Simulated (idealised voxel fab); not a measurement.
Presented below is a process module, voxel gate over fins.
Cross-section cut spans 150 nm and uses square cells 5 nm in size.
For the purposes of this document, a cross-section shall be understood as a grid of square cells, specified as bands listed in top-to-bottom order, each band consisting of one or more rows of cells. Heads up on the band format: heights come first, top then bottom, in nm. After that it's the materials left to right, each with its width in nm. A single material flagged "full width" fills the whole band edge to edge, and "air" means there's empty space there. It should be noted that heights are counted from 0, beneath which the wafer as supplied is of one material throughout, and that the lowest band possesses no lower boundary but continues downward, as written in "from 0 down". A width such as "30..40" changes by the same amount from each row of cells to the next, from the band's top row to its bottom row. No cell of the cross-section changed in a step that is given as "no modification". The entry "Entrapped void list" lists the empty spaces that cover at least 8 cells and have no open path to the top. Each is written as width x height at distance, where the distance is measured from the left edge and all three values are in nm. That trailing text on a step's line, after the settings, is the simulator's own remark on the step. What "overlay nm" on a step's line means: if the step has a mask, that mask lay this far to the right of its planned place, or, when the value is negative, to the left.
-- Set out below are the planned steps of the process
- 1: op RECEIVE | material Si
- 2: op CONFORMAL_DEP | material SiN | thk nm 10
- 3: op PATTERN | tone cover | mask id FINS | material resist | width nm 15 | pitch nm 35 | thk nm 15 | overlay nm 0
- 4: op DIRECTIONAL_ETCH | etch materials SiN | depth nm 10
- 5: op DIRECTIONAL_ETCH | etch materials Si | depth nm 30
- 6: op STRIP | etch materials resist
- 7: op OXIDIZE | depth nm 5
- 8: op FILL_DEP | material SiO2 | thk nm 10
- 9: op CMP | height nm 10
- 10: op SELECTIVE_ETCH | etch materials SiO2 | depth nm 20
- 11: op STRIP | etch materials SiN
- 12: op CONFORMAL_DEP | material HfO2 | thk nm 5
- 13: op CONFORMAL_DEP | material TiN | thk nm 5
- 14: op CONFORMAL_DEP | material TiAl | thk nm 5
- 15: op CONFORMAL_DEP | material TiN | thk nm 5
- 16: op FILL_DEP | material W | thk nm 10
- 17: op CMP | height nm 25
- 18: op CONFORMAL_DEP | material SiN | thk nm 5
-- First of two wafers - as planned
-- Step 1 complete: cross-section of the wafer as received
	from 0 down: Si full width
	Entrapped void list: none
-- Step 2 complete: cross-section through the wafer
	from 10 to 0: SiN full width
	Below 0 it's all the same as before, nothing changed down there.
-- Step 3 complete: cross-section through the wafer
	from 25 to 10: 30 of air; 15 of resist; 20 of air; 15 of resist; 20 of air; 15 of resist; 35 of air
	Below 10 it's all the same as before, nothing changed down there.
-- Step 4 complete: cross-section through the wafer
	from 25 to 10: 30 of air; 15 of resist; 20 of air; 15 of resist; 20 of air; 15 of resist; 35 of air
	from 10 to 0: 30 of air; 15 of SiN; 20 of air; 15 of SiN; 20 of air; 15 of SiN; 35 of air
	Below 0 it's all the same as before, nothing changed down there.
-- Step 5 complete: cross-section through the wafer
	from 25 to 10: 30 of air; 15 of resist; 20 of air; 15 of resist; 20 of air; 15 of resist; 35 of air
	from 10 to 0: 30 of air; 15 of SiN; 20 of air; 15 of SiN; 20 of air; 15 of SiN; 35 of air
	from 0 to -30: 30 of air; 15 of Si; 20 of air; 15 of Si; 20 of air; 15 of Si; 35 of air
	Below -30 it's all the same as before, nothing changed down there.
-- Step 6 complete: cross-section through the wafer
	from 10 to 0: 30 of air; 15 of SiN; 20 of air; 15 of SiN; 20 of air; 15 of SiN; 35 of air
	Below 0 it's all the same as before, nothing changed down there.
-- Step 7 complete: cross-section through the wafer
	from 10 to 0: 30 of air; 15 of SiN; 20 of air; 15 of SiN; 20 of air; 15 of SiN; 35 of air
	from 0 to -30: 30 of air; 5 of SiO2; 5 of Si; 5 of SiO2; 20 of air; 5 of SiO2; 5 of Si; 5 of SiO2; 20 of air; 5 of SiO2; 5 of Si; 5 of SiO2; 35 of air
	from -30 to -35: 35 of SiO2; 5 of Si; 30 of SiO2; 5 of Si; 30 of SiO2; 5 of Si; 40 of SiO2
	Below -35 it's all the same as before, nothing changed down there.
-- Step 8 complete: cross-section through the wafer
	from 20 to 10: SiO2 full width
	from 10 to 0: 30 of SiO2; 15 of SiN; 20 of SiO2; 15 of SiN; 20 of SiO2; 15 of SiN; 35 of SiO2
	from 0 to -35: 35 of SiO2; 5 of Si; 30 of SiO2; 5 of Si; 30 of SiO2; 5 of Si; 40 of SiO2
	Below -35 it's all the same as before, nothing changed down there.
-- Step 9 complete: cross-section through the wafer
	from 10 to 0: 30 of SiO2; 15 of SiN; 20 of SiO2; 15 of SiN; 20 of SiO2; 15 of SiN; 35 of SiO2
	Below 0 it's all the same as before, nothing changed down there.
-- Step 10 complete: cross-section through the wafer
	from 10 to 0: 30 of air; 15 of SiN; 20 of air; 15 of SiN; 20 of air; 15 of SiN; 35 of air
	from 0 to -10: 35 of air; 5 of Si; 30 of air; 5 of Si; 30 of air; 5 of Si; 40 of air
	Below -10 it's all the same as before, nothing changed down there.
-- Step 11 complete: cross-section through the wafer
	from 0 to -10: 35 of air; 5 of Si; 30 of air; 5 of Si; 30 of air; 5 of Si; 40 of air
	Below -10 it's all the same as before, nothing changed down there.
-- Step 12 complete: cross-section through the wafer
	from 5 to 0: 30 of air; 15 of HfO2; 20 of air; 15 of HfO2; 20 of air; 15 of HfO2; 35 of air
	from 0 to -5: 30 of air; 5 of HfO2; 5 of Si; 5 of HfO2; 20 of air; 5 of HfO2; 5 of Si; 5 of HfO2; 20 of air; 5 of HfO2; 5 of Si; 5 of HfO2; 35 of air
	from -5 to -10: 35 of HfO2; 5 of Si; 30 of HfO2; 5 of Si; 30 of HfO2; 5 of Si; 40 of HfO2
	Below -10 it's all the same as before, nothing changed down there.
-- Step 13 complete: cross-section through the wafer
	from 10 to 5: 25 of air; 25 of TiN; 10 of air; 25 of TiN; 10 of air; 25 of TiN; 30 of air
	from 5 to 0: 25 of air; 5 of TiN; 15 of HfO2; 5 of TiN; 10 of air; 5 of TiN; 15 of HfO2; 5 of TiN; 10 of air; 5 of TiN; 15 of HfO2; 5 of TiN; 30 of air
	from 0 to -5: 30 of TiN; 5 of HfO2; 5 of Si; 5 of HfO2; 20 of TiN; 5 of HfO2; 5 of Si; 5 of HfO2; 20 of TiN; 5 of HfO2; 5 of Si; 5 of HfO2; 35 of TiN
	Below -5 it's all the same as before, nothing changed down there.
-- Step 14 complete: cross-section through the wafer
	from 15 to 10: 20 of air; 105 of TiAl; 25 of air
	from 10 to 5: 20 of air; 5 of TiAl; 25 of TiN; 10 of TiAl; 25 of TiN; 10 of TiAl; 25 of TiN; 5 of TiAl; 25 of air
	from 5 to 0: 25 of TiAl; 5 of TiN; 15 of HfO2; 5 of TiN; 10 of TiAl; 5 of TiN; 15 of HfO2; 5 of TiN; 10 of TiAl; 5 of TiN; 15 of HfO2; 5 of TiN; 30 of TiAl
	Below 0 it's all the same as before, nothing changed down there.
-- Step 15 complete: cross-section through the wafer
	from 20 to 15: 15 of air; 115 of TiN; 20 of air
	from 15 to 10: 15 of air; 5 of TiN; 105 of TiAl; 5 of TiN; 20 of air
	from 10 to 5: 20 of TiN; 5 of TiAl; 25 of TiN; 10 of TiAl; 25 of TiN; 10 of TiAl; 25 of TiN; 5 of TiAl; 25 of TiN
	Below 5 it's all the same as before, nothing changed down there.
-- Step 16 complete: cross-section through the wafer
	from 30 to 20: W full width
	from 20 to 15: 15 of W; 115 of TiN; 20 of W
	from 15 to 10: 15 of W; 5 of TiN; 105 of TiAl; 5 of TiN; 20 of W
	Below 10 it's all the same as before, nothing changed down there.
-- Step 17 complete: cross-section through the wafer
	from 25 to 20: W full width
	Below 20 it's all the same as before, nothing changed down there.
-- Step 18 complete: cross-section through the wafer
	from 30 to 25: SiN full width
	Below 25 it's all the same as before, nothing changed down there.
-- It is to be noted that the second wafer proceeded from the same initial state and according to the same plan as the first, although one mistake was committed in its execution; through step 12, inclusive, the two wafers share an identical history
-- Second wafer, section view, time point: scheduled end of step 13
	from 10 to 5: 25 of air; 25 of TiAl; 10 of air; 25 of TiAl; 10 of air; 25 of TiAl; 30 of air
	from 5 to 0: 25 of air; 5 of TiAl; 15 of HfO2; 5 of TiAl; 10 of air; 5 of TiAl; 15 of HfO2; 5 of TiAl; 10 of air; 5 of TiAl; 15 of HfO2; 5 of TiAl; 30 of air
	from 0 to -5: 30 of TiAl; 5 of HfO2; 5 of Si; 5 of HfO2; 20 of TiAl; 5 of HfO2; 5 of Si; 5 of HfO2; 20 of TiAl; 5 of HfO2; 5 of Si; 5 of HfO2; 35 of TiAl
	Below -5 it's all the same as before, nothing changed down there.
-- Second wafer, section view, time point: scheduled end of step 14
	from 15 to 5: 20 of air; 105 of TiAl; 25 of air
	from 5 to 0: 30 of TiAl; 15 of HfO2; 20 of TiAl; 15 of HfO2; 20 of TiAl; 15 of HfO2; 35 of TiAl
	Below 0 it's all the same as before, nothing changed down there.
-- Second wafer, section view, time point: scheduled end of step 15
	from 20 to 15: 15 of air; 115 of TiN; 20 of air
	from 15 to 10: 15 of air; 5 of TiN; 105 of TiAl; 5 of TiN; 20 of air
	from 10 to 5: 20 of TiN; 105 of TiAl; 25 of TiN
	Below 5 it's all the same as before, nothing changed down there.
-- Second wafer, section view, time point: scheduled end of step 16
	from 30 to 20: W full width
	from 20 to 15: 15 of W; 115 of TiN; 20 of W
	from 15 to 10: 15 of W; 5 of TiN; 105 of TiAl; 5 of TiN; 20 of W
	Below 10 it's all the same as before, nothing changed down there.
-- Second wafer, section view, time point: scheduled end of step 17
	from 25 to 20: W full width
	Below 20 it's all the same as before, nothing changed down there.
-- Second wafer, section view, time point: scheduled end of step 18
	from 30 to 25: SiN full width
	Below 25 it's all the same as before, nothing changed down there.
It is concluded that the wafer was processed incorrectly with respect to the plan, in that step 13 did not use the planned setting and instead ran as op CONFORMAL_DEP | material TiAl | thk nm 5
Final tally in cells, some materials are higher or lower on the second wafer than on the first: 42 more of TiAl, 42 fewer of TiN
